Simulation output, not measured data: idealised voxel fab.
Title: Process Module voxel ribs on slabs
Xsec cut, 185 nm wide, square cell size 5 nm.
How to read a cross-section here: the picture is a grid of square cells, written as bands going from the top down, and any band can span one or more rows of cells.
Each band's line starts with the height of the band's top and of its bottom, in nm. Then come its materials from left to right, each with its width in nm. One material with "everywhere" fills the band from edge to edge. "blank" is empty space.
All heights in this document are referenced to 0, defined as the level beneath which the wafer, as received, consists entirely of one material. The lowest band is not bounded below; it extends indefinitely downward and is written in the form "top 0, no bottom".
Quick explanation for "30..40": the width changes in equal steps down the rows of cells, from the first number in the band's top row to the second number in its bottom row.
"remained the same" after a step means that no cell of the cross-section changed.
"Completely enclosed voids" lists enclosed empty spaces (at least 8 cells, no open path upward to the top), each as width x height at distance from the left edge, in nm.
after a step's settings: what the simulator itself notes on the step
A step line may carry the setting "overlay nm", which, for steps involving a mask, states the distance by which the mask lay to the right of its intended position; negative values denote displacement to the left.
So here's the lineup of process steps we planned
- 1: op RECEIVE | material Si
- 2: op DIRECTIONAL_DEP | material SiO2 | thk nm 30
- 3: op DIRECTIONAL_DEP | material SiN | thk nm 20
- 4: op MASKED_ETCH | tone cover | mask id RIB | width nm 25 | etch materials SiN | depth nm 15 | overlay nm 0
- 5: op MASKED_ETCH | tone cover | mask id SLAB | width nm 75 | etch materials SiN | depth nm 5 | overlay nm 0
- 6: op FILL_DEP | material SiO2 | thk nm 25
- 7: op CMP | height nm 70
- 8: op DIRECTIONAL_DEP | material TiN | thk nm 5
- 9: op PATTERN | tone cover | mask id HEATER | material resist | width nm 35 | thk nm 20 | overlay nm 0
- 10: op DIRECTIONAL_ETCH | etch materials TiN | depth nm 5
- 11: op STRIP | etch materials resist
- 12: op CONFORMAL_DEP | material SiN | thk nm 5
Be aware that, although all wafers share a common starting state, the thk nm at step 8 differs among them, and the plan displays the first wafer's value.
Received wafers, first of several: cross-section after step 1
- top 0, no bottom  Si everywhere
- Completely enclosed voids: none
Rows = wafers. At module end, each row lists per material the cells gained (+) or lost (-) since the wafer was received, then the closed voids
thk nm 5 | +69 SiN | +488 SiO2 | +7 TiN | Completely enclosed voids: none
thk nm 10 | +69 SiN | +488 SiO2 | +44 TiN | Completely enclosed voids: none
thk nm 15 | +69 SiN | +488 SiO2 | +81 TiN | Completely enclosed voids: none
thk nm 20 | +69 SiN | +488 SiO2 | +118 TiN | Completely enclosed voids: none
